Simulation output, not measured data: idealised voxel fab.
Documented hereafter: the process module known as voxel wiring stack.
The width of the displayed cross-section, cut, is 210 nm; its cells are square, with a size of 5 nm.
The cross-sections in this document take the form of a grid made of square cells. They are written out as bands, in order from top to bottom. Each band consists of one or more rows of cells.
A band entry consists of two parts. The first gives the height of the band's top and the height of its bottom, in nm. The rest lists the band's materials from left to right, each with its width in nm. A single material labelled with the word "all across" fills the band from edge to edge, and the word "blank" marks empty space.
Heights are measured from 0, the level below which the as-received wafer is all one material; the lowest band has no bottom and continues downward, written as in "0 and below".
Top row gets the first number, bottom row gets the second, and each row in between changes by the same step: that is how a band width like "30->40" works.
You'll sometimes find "no change occurred" written for a step, and that's the way of saying that nowhere in the cross-section did a cell change during that step.
For the entry "Voids, enclosed", the listed items are empty spaces with no open way to the top whose size is 8 cells or more; each item follows the pattern width x height at distance, where distance is from the left edge and all three are in nm.
Formally, on a step line, whatever follows the settings is a remark that the simulator itself makes on the step.
A step's line can hold "overlay nm"; with a mask on that step, the setting says how far right of the planned place the mask lay, while a negative setting says it lay to the left.
Pairs, read this way: before one process step on the one hand, after it on the other, the after cross-section ending at the lowest band that changed; the step between, settings included, beneath. Same starting wafer throughout, but possibly different runs of this module, so no pair continues from the pair above unless its entry headed "Before processing step" says so.

### Before processing step
165 down to 155: Cu all across
155 down to 150: TiN=65; Cu=20; TiN=40; Cu=20; TiN=65
150 down to 140: SiO2=60; TiN=5; Cu=20; TiN=5; SiO2=30; TiN=5; Cu=20; TiN=5; SiO2=60
140 down to 135: SiO2=60; TiN=5; Cu=5; TiN=20; SiO2=30; TiN=5; Cu=5; TiN=20; SiO2=60
135 down to 120: SiO2=60; TiN=5; Cu=5; TiN=5; SiO2=45; TiN=5; Cu=5; TiN=5; SiO2=75
120 down to 115: SiCN=60; TiN=15; SiCN=45; TiN=15; SiCN=75
115 down to 95: TiN=55; SiCN=5; Ru=30; SiCN=5; TiN=20; SiCN=5; Ru=30; SiCN=5; TiN=55
95 down to 90: SiCN=60; TiN=30; SiCN=30; TiN=30; SiCN=60
90 down to 75: SiO2=60; Ru=15; SiO2=135
75 down to 70: SiCN=60; Ru=15; SiCN=135
70 down to 60: lowk=60; TiN=5; Ru=20; TiN=5; lowk=30; TiN=5; Ru=20; TiN=5; lowk=60
60 down to 55: lowk=60; TiN=5; Ru=5; TiN=20; lowk=30; TiN=5; Ru=5; TiN=20; lowk=60
55 down to 45: lowk=60; TiN=5; Ru=5; TiN=5; lowk=45; TiN=5; Ru=5; TiN=5; lowk=75
45 down to 40: SiCN=60; TiN=15; SiCN=45; TiN=15; SiCN=75
40 down to 15: SiO2=60; TiN=5; Cu=20; TiN=5; SiO2=30; TiN=5; Cu=20; TiN=5; SiO2=60
15 down to 10: SiCN=60; TiN=30; SiCN=30; TiN=30; SiCN=60
10 down to 0: SiO2 all across
0 and below: Si all across
Voids, enclosed: none

### State After Step
150 down to 140: SiO2=60; TiN=5; Cu=20; TiN=5; SiO2=30; TiN=5; Cu=20; TiN=5; SiO2=60
No changes below 140.
Voids, enclosed: none
Process step (between the before and after cross-sections above): CMP,height nm 150

Before processing step: It is represented by the cross-section appearing after the step of the pair directly above.

### State After Step
155 down to 150: SiCN all across
No changes below 150.
Voids, enclosed: none
Process step (between the before and after cross-sections above): CONFORMAL_DEP,material SiCN,thk nm 5

### Before processing step
70 down to 45: lowk=60; blank=15; lowk=45; blank=15; lowk=75
45 down to 40: SiCN all across
40 down to 15: SiO2=60; TiN=5; Cu=20; TiN=5; SiO2=30; TiN=5; Cu=20; TiN=5; SiO2=60
15 down to 10: SiCN=60; TiN=30; SiCN=30; TiN=30; SiCN=60
10 down to 0: SiO2 all across
0 and below: Si all across
Voids, enclosed: none

### State After Step
90 down to 70: blank=60; resist=30; blank=30; resist=30; blank=60
70 down to 45: lowk=60; resist=15; lowk=45; resist=15; lowk=75
No changes below 45.
Voids, enclosed: none
Process step (between the before and after cross-sections above): PATTERN,tone cover,mask id METAL_2,material resist,width nm 30,pitch nm 60,thk nm 20,overlay nm 0

Before processing step: It is represented by the cross-section appearing after the step of the pair directly above.

### State After Step
90 down to 70: blank=60; resist=30; blank=30; resist=30; blank=60
70 down to 55: blank=60; resist=15; lowk=15; blank=30; resist=15; lowk=15; blank=60
No changes below 55.
Voids, enclosed: none
Process step (between the before and after cross-sections above): DIRECTIONAL_ETCH,etch materials lowk,depth nm 15

Before processing step: It is represented by the cross-section appearing after the step of the pair directly above.

### State After Step
70 down to 55: blank=75; lowk=15; blank=45; lowk=15; blank=60
55 down to 45: lowk=60; blank=15; lowk=45; blank=15; lowk=75
No changes below 45.
Voids, enclosed: none
Process step (between the before and after cross-sections above): STRIP,etch materials resist

Before processing step: It is represented by the cross-section appearing after the step of the pair directly above.

### State After Step
75 down to 70: blank=70; TiN=25; blank=35; TiN=25; blank=55
70 down to 60: blank=70; TiN=5; lowk=15; TiN=5; blank=35; TiN=5; lowk=15; TiN=5; blank=55
60 down to 55: TiN=65; blank=5; TiN=5; lowk=15; TiN=35; blank=5; TiN=5; lowk=15; TiN=60
55 down to 50: lowk=60; TiN=5; blank=5; TiN=5; lowk=45; TiN=5; blank=5; TiN=5; lowk=75
50 down to 45: lowk=60; TiN=15; lowk=45; TiN=15; lowk=75
No changes below 45.
Voids, enclosed: none
Process step (between the before and after cross-sections above): CONFORMAL_DEP,material TiN,thk nm 5

Before processing step: It is represented by the cross-section appearing after the step of the pair directly above.

### State After Step
85 down to 75: Ru all across
75 down to 70: Ru=70; TiN=25; Ru=35; TiN=25; Ru=55
70 down to 60: Ru=70; TiN=5; lowk=15; TiN=5; Ru=35; TiN=5; lowk=15; TiN=5; Ru=55
60 down to 55: TiN=65; Ru=5; TiN=5; lowk=15; TiN=35; Ru=5; TiN=5; lowk=15; TiN=60
55 down to 50: lowk=60; TiN=5; Ru=5; TiN=5; lowk=45; TiN=5; Ru=5; TiN=5; lowk=75
No changes below 50.
Voids, enclosed: none
Process step (between the before and after cross-sections above): FILL_DEP,material Ru,thk nm 10

Before processing step: It is represented by the cross-section appearing after the step of the pair directly above.

### State After Step
70 down to 60: Ru=70; TiN=5; lowk=15; TiN=5; Ru=35; TiN=5; lowk=15; TiN=5; Ru=55
No changes below 60.
Voids, enclosed: none
Process step (between the before and after cross-sections above): CMP,height nm 70

Before processing step: It is represented by the cross-section appearing after the step of the pair directly above.

### State After Step
75 down to 70: SiCN all across
No changes below 70.
Voids, enclosed: none
Process step (between the before and after cross-sections above): CONFORMAL_DEP,material SiCN,thk nm 5

Before processing step: It is represented by the cross-section appearing after the step of the pair directly above.

### State After Step
90 down to 75: SiO2 all across
No changes below 75.
Voids, enclosed: none
Process step (between the before and after cross-sections above): DIRECTIONAL_DEP,material SiO2,thk nm 15

Before processing step: It is represented by the cross-section appearing after the step of the pair directly above.

### State After Step
105 down to 90: resist=60; blank=15; resist=135
No changes below 90.
Voids, enclosed: none
Process step (between the before and after cross-sections above): PATTERN,tone open,mask id PLUG_2,material resist,width nm 15,thk nm 15,overlay nm 0

Before processing step: It is represented by the cross-section appearing after the step of the pair directly above.

### State After Step
105 down to 90: resist=60; blank=15; resist=135
90 down to 75: SiO2=60; blank=15; SiO2=135
No changes below 75.
Voids, enclosed: none
Process step (between the before and after cross-sections above): DIRECTIONAL_ETCH,etch materials SiO2,depth nm 15

Before processing step: It is represented by the cross-section appearing after the step of the pair directly above.

### State After Step
105 down to 90: resist=60; blank=15; resist=135
90 down to 75: SiO2=60; blank=15; SiO2=135
75 down to 70: SiCN=60; blank=15; SiCN=135
No changes below 70.
Voids, enclosed: none
Process step (between the before and after cross-sections above): DIRECTIONAL_ETCH,etch materials SiCN,depth nm 5

Before processing step: It is represented by the cross-section appearing after the step of the pair directly above.

### State After Step
90 down to 75: SiO2=60; blank=15; SiO2=135
No changes below 75.
Voids, enclosed: none
Process step (between the before and after cross-sections above): STRIP,etch materials resist

Before processing step: It is represented by the cross-section appearing after the step of the pair directly above.

### State After Step
90 down to 80: SiO2=60; blank=15; SiO2=135
80 down to 75: SiO2=60; Ru=15; SiO2=135
75 down to 70: SiCN=60; Ru=15; SiCN=135
No changes below 70.
Voids, enclosed: none
Process step (between the before and after cross-sections above): EPI,material Ru,thk nm 10

Before processing step: It is represented by the cross-section appearing after the step of the pair directly above.

### State After Step
90 down to 75: SiO2=60; Ru=15; SiO2=135
No changes below 75.
Voids, enclosed: none
Process step (between the before and after cross-sections above): EPI,material Ru,thk nm 10

Before processing step: It is represented by the cross-section appearing after the step of the pair directly above.

### State After Step
95 down to 90: TiN all across
No changes below 90.
Voids, enclosed: none
Process step (between the before and after cross-sections above): DIRECTIONAL_DEP,material TiN,thk nm 5

Before processing step: It is represented by the cross-section appearing after the step of the pair directly above.

### State After Step
115 down to 95: Ru all across
No changes below 95.
Voids, enclosed: none
Process step (between the before and after cross-sections above): DIRECTIONAL_DEP,material Ru,thk nm 20

Before processing step: It is represented by the cross-section appearing after the step of the pair directly above.

### State After Step
135 down to 115: blank=60; resist=30; blank=30; resist=30; blank=60
No changes below 115.
Voids, enclosed: none
Process step (between the before and after cross-sections above): PATTERN,tone cover,mask id METAL_3,material resist,width nm 30,pitch nm 60,thk nm 20,overlay nm 0

Before processing step: It is represented by the cross-section appearing after the step of the pair directly above.

### State After Step
135 down to 115: blank=60; resist=30; blank=30; resist=30; blank=60
115 down to 95: blank=60; Ru=30; blank=30; Ru=30; blank=60
No changes below 95.
Voids, enclosed: none
Process step (between the before and after cross-sections above): DIRECTIONAL_ETCH,etch materials Ru,depth nm 20

Before processing step: It is represented by the cross-section appearing after the step of the pair directly above.

### State After Step
135 down to 115: blank=60; resist=30; blank=30; resist=30; blank=60
115 down to 95: blank=60; Ru=30; blank=30; Ru=30; blank=60
95 down to 90: blank=60; TiN=30; blank=30; TiN=30; blank=60
No changes below 90.
Voids, enclosed: none
Process step (between the before and after cross-sections above): DIRECTIONAL_ETCH,etch materials TiN,depth nm 5

Before processing step: It is represented by the cross-section appearing after the step of the pair directly above.

### State After Step
115 down to 95: blank=60; Ru=30; blank=30; Ru=30; blank=60
No changes below 95.
Voids, enclosed: none
Process step (between the before and after cross-sections above): STRIP,etch materials resist

Before processing step: It is represented by the cross-section appearing after the step of the pair directly above.

### State After Step
120 down to 115: blank=55; SiCN=40; blank=20; SiCN=40; blank=55
115 down to 95: blank=55; SiCN=5; Ru=30; SiCN=5; blank=20; SiCN=5; Ru=30; SiCN=5; blank=55
95 down to 90: SiCN=60; TiN=30; SiCN=30; TiN=30; SiCN=60
No changes below 90.
Voids, enclosed: none
Process step (between the before and after cross-sections above): CONFORMAL_DEP,material SiCN,thk nm 5

Before processing step: It is represented by the cross-section appearing after the step of the pair directly above.

### State After Step
130 down to 120: SiO2 all across
120 down to 115: SiO2=55; SiCN=40; SiO2=20; SiCN=40; SiO2=55
115 down to 95: SiO2=55; SiCN=5; Ru=30; SiCN=5; SiO2=20; SiCN=5; Ru=30; SiCN=5; SiO2=55
No changes below 95.
Voids, enclosed: none
Process step (between the before and after cross-sections above): FILL_DEP,material SiO2,thk nm 10

Before processing step: It is represented by the cross-section appearing after the step of the pair directly above.

### State After Step
115 down to 95: SiO2=55; SiCN=5; Ru=30; SiCN=5; SiO2=20; SiCN=5; Ru=30; SiCN=5; SiO2=55
No changes below 95.
Voids, enclosed: none
Process step (between the before and after cross-sections above): CMP,height nm 115

Before processing step: It is represented by the cross-section appearing after the step of the pair directly above.

### State After Step
120 down to 115: SiCN all across
No changes below 115.
Voids, enclosed: none
Process step (between the before and after cross-sections above): CONFORMAL_DEP,material SiCN,thk nm 5

Before processing step: It is represented by the cross-section appearing after the step of the pair directly above.

### State After Step
150 down to 120: SiO2 all across
No changes below 120.
Voids, enclosed: none
Process step (between the before and after cross-sections above): DIRECTIONAL_DEP,material SiO2,thk nm 30

Before processing step: It is represented by the cross-section appearing after the step of the pair directly above.

### State After Step
165 down to 150: resist=60; blank=15; resist=45; blank=15; resist=75
No changes below 150.
Voids, enclosed: none
Process step (between the before and after cross-sections above): PATTERN,tone open,mask id METAL_4_HOLES,material resist,width nm 15,pitch nm 60,thk nm 15,overlay nm 0

Before processing step: It is represented by the cross-section appearing after the step of the pair directly above.

### State After Step
165 down to 150: resist=60; blank=15; resist=45; blank=15; resist=75
150 down to 120: SiO2=60; blank=15; SiO2=45; blank=15; SiO2=75
No changes below 120.
Voids, enclosed: none
Process step (between the before and after cross-sections above): DIRECTIONAL_ETCH,etch materials SiO2,depth nm 30

Before processing step: It is represented by the cross-section appearing after the step of the pair directly above.

### State After Step
150 down to 120: SiO2=60; blank=15; SiO2=45; blank=15; SiO2=75
No changes below 120.
Voids, enclosed: none
Process step (between the before and after cross-sections above): STRIP,etch materials resist

Before processing step: It is represented by the cross-section appearing after the step of the pair directly above.

### State After Step
150 down to 135: SiO2=60; blank=30; SiO2=30; blank=30; SiO2=60
No changes below 135.
Voids, enclosed: none
Process step (between the before and after cross-sections above): MASKED_ETCH,tone open,mask id METAL_4,width nm 30,pitch nm 60,etch materials SiO2,depth nm 15,overlay nm 0

Before processing step: It is represented by the cross-section appearing after the step of the pair directly above.

### State After Step
150 down to 135: SiO2=60; blank=30; SiO2=30; blank=30; SiO2=60
135 down to 120: SiO2=60; blank=15; SiO2=45; blank=15; SiO2=75
120 down to 115: SiCN=60; blank=15; SiCN=45; blank=15; SiCN=75
No changes below 115.
Voids, enclosed: none
Process step (between the before and after cross-sections above): MASKED_ETCH,tone open,mask id METAL_4,width nm 30,pitch nm 60,etch materials SiCN,depth nm 5,overlay nm 0

Before processing step: It is represented by the cross-section appearing after the step of the pair directly above.

### State After Step
155 down to 150: TiN=65; blank=20; TiN=40; blank=20; TiN=65
150 down to 140: SiO2=60; TiN=5; blank=20; TiN=5; SiO2=30; TiN=5; blank=20; TiN=5; SiO2=60
140 down to 135: SiO2=60; TiN=5; blank=5; TiN=20; SiO2=30; TiN=5; blank=5; TiN=20; SiO2=60
135 down to 120: SiO2=60; TiN=5; blank=5; TiN=5; SiO2=45; TiN=5; blank=5; TiN=5; SiO2=75
120 down to 115: SiCN=60; TiN=15; SiCN=45; TiN=15; SiCN=75
No changes below 115.
Voids, enclosed: none
Process step (between the before and after cross-sections above): CONFORMAL_DEP,material TiN,thk nm 5

Before processing step: It is represented by the cross-section appearing after the step of the pair directly above.

### State After Step
165 down to 155: Cu all across
155 down to 150: TiN=65; Cu=20; TiN=40; Cu=20; TiN=65
150 down to 140: SiO2=60; TiN=5; Cu=20; TiN=5; SiO2=30; TiN=5; Cu=20; TiN=5; SiO2=60
140 down to 135: SiO2=60; TiN=5; Cu=5; TiN=20; SiO2=30; TiN=5; Cu=5; TiN=20; SiO2=60
135 down to 120: SiO2=60; TiN=5; Cu=5; TiN=5; SiO2=45; TiN=5; Cu=5; TiN=5; SiO2=75
No changes below 120.
Voids, enclosed: none
Process step (between the before and after cross-sections above): FILL_DEP,material Cu,thk nm 10

Before processing step: It is represented by the cross-section appearing after the step of the pair directly above.

### State After Step
150 down to 140: SiO2=60; TiN=5; Cu=20; TiN=5; SiO2=30; TiN=5; Cu=20; TiN=5; SiO2=60
No changes below 140.
Voids, enclosed: none
Process step (between the before and after cross-sections above): CMP,height nm 150

Before processing step: It is represented by the cross-section appearing after the step of the pair directly above.

### State After Step
155 down to 150: SiCN all across
No changes below 150.
Voids, enclosed: none
Process step (between the before and after cross-sections above): CONFORMAL_DEP,material SiCN,thk nm 5
